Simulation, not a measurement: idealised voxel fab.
Process module heading - voxel tone inversion
Displayed cross-section: cut, width of 180 nm, square cells sized 5 nm.
Format of a cross-section: grid, square cells. Given as bands. Order: top down. Band: one or more rows of cells. Band entry format. Leading values: height of top, height of bottom, nm. Remainder: materials in left-to-right order, each with its width in nm. Special words: "full width" on a single material, which then fills the band edge to edge; "blank", empty space. Zero point of the height axis is 0; under it, received wafer = one material. Lowest band: continues down indefinitely, "0 nm and below". With a width like "30..40", each row of cells in the band differs from the next by the same amount, the top row carrying the first number and the bottom row the second. Basically "nothing altered" means that step didn't change any cell in the cross-section. Look at "Closed void entries" for the closed voids: empty spaces with no open path to the top, sized 8 cells or up. Each is width x height at distance, distance from the left edge, all nm. Formally, on a step line, whatever follows the settings is a remark that the simulator itself makes on the step. "overlay nm" answers the question of how far to the right of plan the mask lay on a step that has a mask, and when it is negative the answer is to the left.
## Planned process steps
step 1: RECEIVE: material Si
step 2: CONFORMAL_DEP: material SiCN, thk nm 5
step 3: DIRECTIONAL_DEP: material aC, thk nm 15
step 4: PATTERN: tone cover, mask id POSTS, material resist, width nm 15, pitch nm 35, thk nm 10, overlay nm 0
step 5: DIRECTIONAL_ETCH: etch materials aC, depth nm 15
step 6: STRIP: etch materials resist
step 7: FILL_DEP: material SiO2, thk nm 10
step 8: CMP: height nm 20
step 9: STRIP: etch materials aC
step 10: CONFORMAL_DEP: material TiN, thk nm 5
step 11: FILL_DEP: material Ru, thk nm 5
step 12: CMP: height nm 20
step 13: CONFORMAL_DEP: material SiCN, thk nm 5
Heads up: all these wafers start the same, and what changes between them is the thk nm in step 4. The value you see in the plan is just what the first wafer got.
## Here's the first of the wafers in cross-section, just as we got it, i.e. after step 1
  0 nm and below = Si full width
  Closed void entries: none
## End of module: cross-section of the first of several wafers after step 13, the last step
  25 nm to 20 nm = SiCN full width
  20 nm to 15 nm = SiO2 full width
  15 nm to 5 nm = SiO2 45 / aC 15 / SiO2 20 / aC 15 / SiO2 20 / aC 15 / SiO2 50
  5 nm to 0 nm = SiCN full width
  0 nm and below = Si full width
  Closed void entries: none
## Cross-sectional view of the final wafer of several at the module's end
  25 nm to 20 nm = SiCN full width
  20 nm to 10 nm = SiO2 45 / TiN 5 / Ru 5 / TiN 5 / SiO2 20 / TiN 5 / Ru 5 / TiN 5 / SiO2 20 / TiN 5 / Ru 5 / TiN 5 / SiO2 50
  10 nm to 5 nm = SiO2 45 / TiN 15 / SiO2 20 / TiN 15 / SiO2 20 / TiN 15 / SiO2 50
  5 nm to 0 nm = SiCN full width
  0 nm and below = Si full width
  Closed void entries: none
## Gained (+) or lost (-) cells of each material since receipt, then closed voids: one row per wafer, at the end of the module
thk nm 10 | +72 SiCN | +90 SiO2 | +18 aC | Closed void entries: none
thk nm 15 | +6 Ru | +72 SiCN | +81 SiO2 | +21 TiN | Closed void entries: none
thk nm 20 | +6 Ru | +72 SiCN | +81 SiO2 | +21 TiN | Closed void entries: none
thk nm 25 | +6 Ru | +72 SiCN | +81 SiO2 | +21 TiN | Closed void entries: none
thk nm 30 | +6 Ru | +72 SiCN | +81 SiO2 | +21 TiN | Closed void entries: none
thk nm 35 | +6 Ru | +72 SiCN | +81 SiO2 | +21 TiN | Closed void entries: none
